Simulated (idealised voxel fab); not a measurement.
Process module, titled voxel wiring stack
Cross-section cut: width 185 nm, square cells of 5 nm.
A cross-section is a grid of square cells, given in bands from the top down. A band is one or more rows of cells.
Basically the band line says how high the top is and how high the bottom is, in nm, and then what's in it from left to right, every material with its width in nm. Empty space shows up as "empty", and if a single material carries "edge to edge" it runs the full band edge to edge.
Basically, 0 is our baseline, since under it the wafer straight out of the box is all one material. The bottom band has no lower end and keeps on going down, so it looks like "0 nm and below".
You'd read "30->40" like this: the band's top row of cells is as wide as the first number, its bottom row is as wide as the second, and going down, every row changes width by the same amount as the row before did.
No cell of the cross-section changed in a step that is given as "remains unaltered".
Entry "Enclosed void catalog". Content: empty spaces with no open connection to the top, size 8 cells or greater. Each: width x height at distance. Distance: from left edge. Unit: nm.
Step line, after settings: the simulator's comment on this step.
The setting "overlay nm" may be written on the line of a step. When the step uses a mask, the value reports how far to the right of the planned place the mask lay, and a negative value reports that it lay to the left.

Here's what the planned process steps look like
| 1 | RECEIVE [material Si] |
| 2 | CONFORMAL_DEP [material SiO2] [thk nm 15] |
| 3 | CONFORMAL_DEP [material SiN] [thk nm 5] |
| 4 | DIRECTIONAL_DEP [material lowk] [thk nm 20] |
| 5 | PATTERN [tone open] [mask id METAL_1] [material resist] [width nm 20] [pitch nm 45] [thk nm 20] [overlay nm 0] |
| 6 | DIRECTIONAL_ETCH [etch materials lowk] [depth nm 20] |
| 7 | DIRECTIONAL_ETCH [etch materials SiN] [depth nm 5] |
| 8 | STRIP [etch materials resist] |
| 9 | CONFORMAL_DEP [material TiN] [thk nm 5] |
| 10 | FILL_DEP [material Cu] [thk nm 10] |
| 11 | CMP [height nm 40] |
| 12 | EPI [material Ru] [thk nm 5] |
| 13 | FILL_DEP [material SiCN] [thk nm 5] |
| 14 | DIRECTIONAL_DEP [material lowk] [thk nm 20] |
| 15 | MASKED_ETCH [tone open] [mask id PLUG_1] [width nm 15] [pitch nm 90] [etch materials lowk] [depth nm 20] [overlay nm 0] |
| 16 | MASKED_ETCH [tone open] [mask id PLUG_1] [width nm 15] [pitch nm 90] [etch materials SiCN] [depth nm 5] [overlay nm 0] |
| 17 | CONFORMAL_DEP [material TiN] [thk nm 5] |
| 18 | FILL_DEP [material W] [thk nm 5] |
| 19 | CMP [height nm 70] |
| 20 | DIRECTIONAL_DEP [material TiN] [thk nm 5] |
| 21 | DIRECTIONAL_DEP [material Ru] [thk nm 25] |
| 22 | DIRECTIONAL_DEP [material aC] [thk nm 10] |
| 23 | PATTERN [tone cover] [mask id METAL_2] [material resist] [width nm 20] [pitch nm 45] [thk nm 30] [overlay nm 0] |
| 24 | DIRECTIONAL_ETCH [etch materials aC] [depth nm 10] |
| 25 | STRIP [etch materials resist] |
| 26 | DIRECTIONAL_ETCH [etch materials Ru] [depth nm 25] |
| 27 | DIRECTIONAL_ETCH [etch materials TiN] [depth nm 5] |
| 28 | STRIP [etch materials aC] |
| 29 | FILL_DEP [material SiO2] [thk nm 10] |
| 30 | CMP [height nm 100] |
| 31 | CONFORMAL_DEP [material SiCN] [thk nm 5] |

First wafer, as planned

Cross-section, incoming material, after step 1
  0 nm and below  Si edge to edge
  Enclosed void catalog: none

You're looking at a cross-section of the wafer after step 2
  15 nm to 0 nm  SiO2 edge to edge
  Below 0, no change.

You're looking at a cross-section of the wafer after step 3
  20 nm to 15 nm  SiN edge to edge
  Below 15, no change.

You're looking at a cross-section of the wafer after step 4
  40 nm to 20 nm  lowk edge to edge
  Below 20, no change.

You're looking at a cross-section of the wafer after step 5
  60 nm to 40 nm  35 resist, then 20 empty, then 25 resist, then 20 empty, then 25 resist, then 20 empty, then 40 resist
  Below 40, no change.

You're looking at a cross-section of the wafer after step 6
  60 nm to 40 nm  35 resist, then 20 empty, then 25 resist, then 20 empty, then 25 resist, then 20 empty, then 40 resist
  40 nm to 20 nm  35 lowk, then 20 empty, then 25 lowk, then 20 empty, then 25 lowk, then 20 empty, then 40 lowk
  Below 20, no change.

You're looking at a cross-section of the wafer after step 7
  60 nm to 40 nm  35 resist, then 20 empty, then 25 resist, then 20 empty, then 25 resist, then 20 empty, then 40 resist
  40 nm to 20 nm  35 lowk, then 20 empty, then 25 lowk, then 20 empty, then 25 lowk, then 20 empty, then 40 lowk
  20 nm to 15 nm  35 SiN, then 20 empty, then 25 SiN, then 20 empty, then 25 SiN, then 20 empty, then 40 SiN
  Below 15, no change.

You're looking at a cross-section of the wafer after step 8
  40 nm to 20 nm  35 lowk, then 20 empty, then 25 lowk, then 20 empty, then 25 lowk, then 20 empty, then 40 lowk
  Below 20, no change.

You're looking at a cross-section of the wafer after step 9
  45 nm to 40 nm  40 TiN, then 10 empty, then 35 TiN, then 10 empty, then 35 TiN, then 10 empty, then 45 TiN
  40 nm to 20 nm  35 lowk, then 5 TiN, then 10 empty, then 5 TiN, then 25 lowk, then 5 TiN, then 10 empty, then 5 TiN, then 25 lowk, then 5 TiN, then 10 empty, then 5 TiN, then 40 lowk
  20 nm to 15 nm  35 SiN, then 20 TiN, then 25 SiN, then 20 TiN, then 25 SiN, then 20 TiN, then 40 SiN
  Below 15, no change.

You're looking at a cross-section of the wafer after step 10
  55 nm to 45 nm  Cu edge to edge
  45 nm to 40 nm  40 TiN, then 10 Cu, then 35 TiN, then 10 Cu, then 35 TiN, then 10 Cu, then 45 TiN
  40 nm to 20 nm  35 lowk, then 5 TiN, then 10 Cu, then 5 TiN, then 25 lowk, then 5 TiN, then 10 Cu, then 5 TiN, then 25 lowk, then 5 TiN, then 10 Cu, then 5 TiN, then 40 lowk
  Below 20, no change.

You're looking at a cross-section of the wafer after step 11
  40 nm to 20 nm  35 lowk, then 5 TiN, then 10 Cu, then 5 TiN, then 25 lowk, then 5 TiN, then 10 Cu, then 5 TiN, then 25 lowk, then 5 TiN, then 10 Cu, then 5 TiN, then 40 lowk
  Below 20, no change.

You're looking at a cross-section of the wafer after step 12
  45 nm to 40 nm  30 empty, then 30 Ru, then 15 empty, then 30 Ru, then 15 empty, then 30 Ru, then 35 empty
  Below 40, no change.

You're looking at a cross-section of the wafer after step 13
  50 nm to 45 nm  SiCN edge to edge
  45 nm to 40 nm  30 SiCN, then 30 Ru, then 15 SiCN, then 30 Ru, then 15 SiCN, then 30 Ru, then 35 SiCN
  Below 40, no change.

You're looking at a cross-section of the wafer after step 14
  70 nm to 50 nm  lowk edge to edge
  Below 50, no change.

You're looking at a cross-section of the wafer after step 15
  70 nm to 50 nm  35 lowk, then 15 empty, then 75 lowk, then 15 empty, then 45 lowk
  Below 50, no change.

You're looking at a cross-section of the wafer after step 16
  70 nm to 50 nm  35 lowk, then 15 empty, then 75 lowk, then 15 empty, then 45 lowk
  50 nm to 45 nm  35 SiCN, then 15 empty, then 75 SiCN, then 15 empty, then 45 SiCN
  Below 45, no change.

You're looking at a cross-section of the wafer after step 17
  75 nm to 70 nm  40 TiN, then 5 empty, then 85 TiN, then 5 empty, then 50 TiN
  70 nm to 50 nm  35 lowk, then 5 TiN, then 5 empty, then 5 TiN, then 75 lowk, then 5 TiN, then 5 empty, then 5 TiN, then 45 lowk
  50 nm to 45 nm  35 SiCN, then 15 TiN, then 75 SiCN, then 15 TiN, then 45 SiCN
  Below 45, no change.

You're looking at a cross-section of the wafer after step 18
  80 nm to 75 nm  W edge to edge
  75 nm to 70 nm  40 TiN, then 5 W, then 85 TiN, then 5 W, then 50 TiN
  70 nm to 50 nm  35 lowk, then 5 TiN, then 5 W, then 5 TiN, then 75 lowk, then 5 TiN, then 5 W, then 5 TiN, then 45 lowk
  Below 50, no change.

You're looking at a cross-section of the wafer after step 19
  70 nm to 50 nm  35 lowk, then 5 TiN, then 5 W, then 5 TiN, then 75 lowk, then 5 TiN, then 5 W, then 5 TiN, then 45 lowk
  Below 50, no change.

You're looking at a cross-section of the wafer after step 20
  75 nm to 70 nm  TiN edge to edge
  Below 70, no change.

You're looking at a cross-section of the wafer after step 21
  100 nm to 75 nm  Ru edge to edge
  Below 75, no change.

You're looking at a cross-section of the wafer after step 22
  110 nm to 100 nm  aC edge to edge
  Below 100, no change.

You're looking at a cross-section of the wafer after step 23
  140 nm to 110 nm  35 empty, then 20 resist, then 25 empty, then 20 resist, then 25 empty, then 20 resist, then 40 empty
  Below 110, no change.

You're looking at a cross-section of the wafer after step 24
  130 nm to 110 nm  35 empty, then 20 resist, then 25 empty, then 20 resist, then 25 empty, then 20 resist, then 40 empty
  110 nm to 100 nm  35 empty, then 20 aC, then 25 empty, then 20 aC, then 25 empty, then 20 aC, then 40 empty
  Below 100, no change.

You're looking at a cross-section of the wafer after step 25
  110 nm to 100 nm  35 empty, then 20 aC, then 25 empty, then 20 aC, then 25 empty, then 20 aC, then 40 empty
  Below 100, no change.

You're looking at a cross-section of the wafer after step 26
  110 nm to 100 nm  35 empty, then 20 aC, then 25 empty, then 20 aC, then 25 empty, then 20 aC, then 40 empty
  100 nm to 75 nm  35 empty, then 20 Ru, then 25 empty, then 20 Ru, then 25 empty, then 20 Ru, then 40 empty
  Below 75, no change.

You're looking at a cross-section of the wafer after step 27
  110 nm to 100 nm  35 empty, then 20 aC, then 25 empty, then 20 aC, then 25 empty, then 20 aC, then 40 empty
  100 nm to 75 nm  35 empty, then 20 Ru, then 25 empty, then 20 Ru, then 25 empty, then 20 Ru, then 40 empty
  75 nm to 70 nm  35 empty, then 20 TiN, then 25 empty, then 20 TiN, then 25 empty, then 20 TiN, then 40 empty
  Below 70, no change.

You're looking at a cross-section of the wafer after step 28
  100 nm to 75 nm  35 empty, then 20 Ru, then 25 empty, then 20 Ru, then 25 empty, then 20 Ru, then 40 empty
  Below 75, no change.

You're looking at a cross-section of the wafer after step 29
  110 nm to 100 nm  SiO2 edge to edge
  100 nm to 75 nm  35 SiO2, then 20 Ru, then 25 SiO2, then 20 Ru, then 25 SiO2, then 20 Ru, then 40 SiO2
  75 nm to 70 nm  35 SiO2, then 20 TiN, then 25 SiO2, then 20 TiN, then 25 SiO2, then 20 TiN, then 40 SiO2
  Below 70, no change.

You're looking at a cross-section of the wafer after step 30
  100 nm to 75 nm  35 SiO2, then 20 Ru, then 25 SiO2, then 20 Ru, then 25 SiO2, then 20 Ru, then 40 SiO2
  Below 75, no change.

You're looking at a cross-section of the wafer after step 31
  105 nm to 100 nm  SiCN edge to edge
  Below 100, no change.

What follows concerns the second wafer, which started out like the first and was meant to follow the very same plan; one mistake crept in when it was run, but everything up to and including step 1 is the same as for the first wafer

X-section, second wafer, when step 2 was due to finish
  10 nm to 0 nm  SiO2 edge to edge
  Below 0, no change.

X-section, second wafer, when step 3 was due to finish
  15 nm to 10 nm  SiN edge to edge
  Below 10, no change.

X-section, second wafer, when step 4 was due to finish
  35 nm to 15 nm  lowk edge to edge
  Below 15, no change.

X-section, second wafer, when step 5 was due to finish
  55 nm to 35 nm  35 resist, then 20 empty, then 25 resist, then 20 empty, then 25 resist, then 20 empty, then 40 resist
  Below 35, no change.

X-section, second wafer, when step 6 was due to finish
  55 nm to 35 nm  35 resist, then 20 empty, then 25 resist, then 20 empty, then 25 resist, then 20 empty, then 40 resist
  35 nm to 15 nm  35 lowk, then 20 empty, then 25 lowk, then 20 empty, then 25 lowk, then 20 empty, then 40 lowk
  Below 15, no change.

X-section, second wafer, when step 7 was due to finish
  55 nm to 35 nm  35 resist, then 20 empty, then 25 resist, then 20 empty, then 25 resist, then 20 empty, then 40 resist
  35 nm to 15 nm  35 lowk, then 20 empty, then 25 lowk, then 20 empty, then 25 lowk, then 20 empty, then 40 lowk
  15 nm to 10 nm  35 SiN, then 20 empty, then 25 SiN, then 20 empty, then 25 SiN, then 20 empty, then 40 SiN
  Below 10, no change.

X-section, second wafer, when step 8 was due to finish
  35 nm to 15 nm  35 lowk, then 20 empty, then 25 lowk, then 20 empty, then 25 lowk, then 20 empty, then 40 lowk
  Below 15, no change.

X-section, second wafer, when step 9 was due to finish
  40 nm to 35 nm  40 TiN, then 10 empty, then 35 TiN, then 10 empty, then 35 TiN, then 10 empty, then 45 TiN
  35 nm to 15 nm  35 lowk, then 5 TiN, then 10 empty, then 5 TiN, then 25 lowk, then 5 TiN, then 10 empty, then 5 TiN, then 25 lowk, then 5 TiN, then 10 empty, then 5 TiN, then 40 lowk
  15 nm to 10 nm  35 SiN, then 20 TiN, then 25 SiN, then 20 TiN, then 25 SiN, then 20 TiN, then 40 SiN
  Below 10, no change.

X-section, second wafer, when step 10 was due to finish
  50 nm to 40 nm  Cu edge to edge
  40 nm to 35 nm  40 TiN, then 10 Cu, then 35 TiN, then 10 Cu, then 35 TiN, then 10 Cu, then 45 TiN
  35 nm to 15 nm  35 lowk, then 5 TiN, then 10 Cu, then 5 TiN, then 25 lowk, then 5 TiN, then 10 Cu, then 5 TiN, then 25 lowk, then 5 TiN, then 10 Cu, then 5 TiN, then 40 lowk
  Below 15, no change.

X-section, second wafer, when step 11 was due to finish
  40 nm to 35 nm  40 TiN, then 10 Cu, then 35 TiN, then 10 Cu, then 35 TiN, then 10 Cu, then 45 TiN
  Below 35, no change.

X-section, second wafer, when step 12 was due to finish
  45 nm to 40 nm  Ru edge to edge
  Below 40, no change.

X-section, second wafer, when step 13 was due to finish
  50 nm to 45 nm  SiCN edge to edge
  Below 45, no change.

X-section, second wafer, when step 14 was due to finish
  70 nm to 50 nm  lowk edge to edge
  Below 50, no change.

X-section, second wafer, when step 15 was due to finish
  70 nm to 50 nm  35 lowk, then 15 empty, then 75 lowk, then 15 empty, then 45 lowk
  Below 50, no change.

X-section, second wafer, when step 16 was due to finish
  70 nm to 50 nm  35 lowk, then 15 empty, then 75 lowk, then 15 empty, then 45 lowk
  50 nm to 45 nm  35 SiCN, then 15 empty, then 75 SiCN, then 15 empty, then 45 SiCN
  Below 45, no change.

X-section, second wafer, when step 17 was due to finish
  75 nm to 70 nm  40 TiN, then 5 empty, then 85 TiN, then 5 empty, then 50 TiN
  70 nm to 50 nm  35 lowk, then 5 TiN, then 5 empty, then 5 TiN, then 75 lowk, then 5 TiN, then 5 empty, then 5 TiN, then 45 lowk
  50 nm to 45 nm  35 SiCN, then 15 TiN, then 75 SiCN, then 15 TiN, then 45 SiCN
  Below 45, no change.

X-section, second wafer, when step 18 was due to finish
  80 nm to 75 nm  W edge to edge
  75 nm to 70 nm  40 TiN, then 5 W, then 85 TiN, then 5 W, then 50 TiN
  70 nm to 50 nm  35 lowk, then 5 TiN, then 5 W, then 5 TiN, then 75 lowk, then 5 TiN, then 5 W, then 5 TiN, then 45 lowk
  Below 50, no change.

X-section, second wafer, when step 19 was due to finish
  70 nm to 50 nm  35 lowk, then 5 TiN, then 5 W, then 5 TiN, then 75 lowk, then 5 TiN, then 5 W, then 5 TiN, then 45 lowk
  Below 50, no change.

X-section, second wafer, when step 20 was due to finish
  75 nm to 70 nm  TiN edge to edge
  Below 70, no change.

X-section, second wafer, when step 21 was due to finish
  100 nm to 75 nm  Ru edge to edge
  Below 75, no change.

X-section, second wafer, when step 22 was due to finish
  110 nm to 100 nm  aC edge to edge
  Below 100, no change.

X-section, second wafer, when step 23 was due to finish
  140 nm to 110 nm  35 empty, then 20 resist, then 25 empty, then 20 resist, then 25 empty, then 20 resist, then 40 empty
  Below 110, no change.

X-section, second wafer, when step 24 was due to finish
  130 nm to 110 nm  35 empty, then 20 resist, then 25 empty, then 20 resist, then 25 empty, then 20 resist, then 40 empty
  110 nm to 100 nm  35 empty, then 20 aC, then 25 empty, then 20 aC, then 25 empty, then 20 aC, then 40 empty
  Below 100, no change.

X-section, second wafer, when step 25 was due to finish
  110 nm to 100 nm  35 empty, then 20 aC, then 25 empty, then 20 aC, then 25 empty, then 20 aC, then 40 empty
  Below 100, no change.

X-section, second wafer, when step 26 was due to finish
  110 nm to 100 nm  35 empty, then 20 aC, then 25 empty, then 20 aC, then 25 empty, then 20 aC, then 40 empty
  100 nm to 75 nm  35 empty, then 20 Ru, then 25 empty, then 20 Ru, then 25 empty, then 20 Ru, then 40 empty
  Below 75, no change.

X-section, second wafer, when step 27 was due to finish
  110 nm to 100 nm  35 empty, then 20 aC, then 25 empty, then 20 aC, then 25 empty, then 20 aC, then 40 empty
  100 nm to 75 nm  35 empty, then 20 Ru, then 25 empty, then 20 Ru, then 25 empty, then 20 Ru, then 40 empty
  75 nm to 70 nm  35 empty, then 20 TiN, then 25 empty, then 20 TiN, then 25 empty, then 20 TiN, then 40 empty
  Below 70, no change.

X-section, second wafer, when step 28 was due to finish
  100 nm to 75 nm  35 empty, then 20 Ru, then 25 empty, then 20 Ru, then 25 empty, then 20 Ru, then 40 empty
  Below 75, no change.

X-section, second wafer, when step 29 was due to finish
  110 nm to 100 nm  SiO2 edge to edge
  100 nm to 75 nm  35 SiO2, then 20 Ru, then 25 SiO2, then 20 Ru, then 25 SiO2, then 20 Ru, then 40 SiO2
  75 nm to 70 nm  35 SiO2, then 20 TiN, then 25 SiO2, then 20 TiN, then 25 SiO2, then 20 TiN, then 40 SiO2
  Below 70, no change.

X-section, second wafer, when step 30 was due to finish
  100 nm to 75 nm  35 SiO2, then 20 Ru, then 25 SiO2, then 20 Ru, then 25 SiO2, then 20 Ru, then 40 SiO2
  Below 75, no change.

X-section, second wafer, when step 31 was due to finish
  105 nm to 100 nm  SiCN edge to edge
  Below 100, no change.
Deviation noted in wafer processing: planned and actual differ for step 2; actual: CONFORMAL_DEP [material SiO2] [thk nm 10]
The second wafer ends with more or fewer cells of some materials than the first, per final count: Cu: 6 more | Ru: 19 more | SiCN: 19 fewer | SiO2: 37 fewer | TiN: 31 more
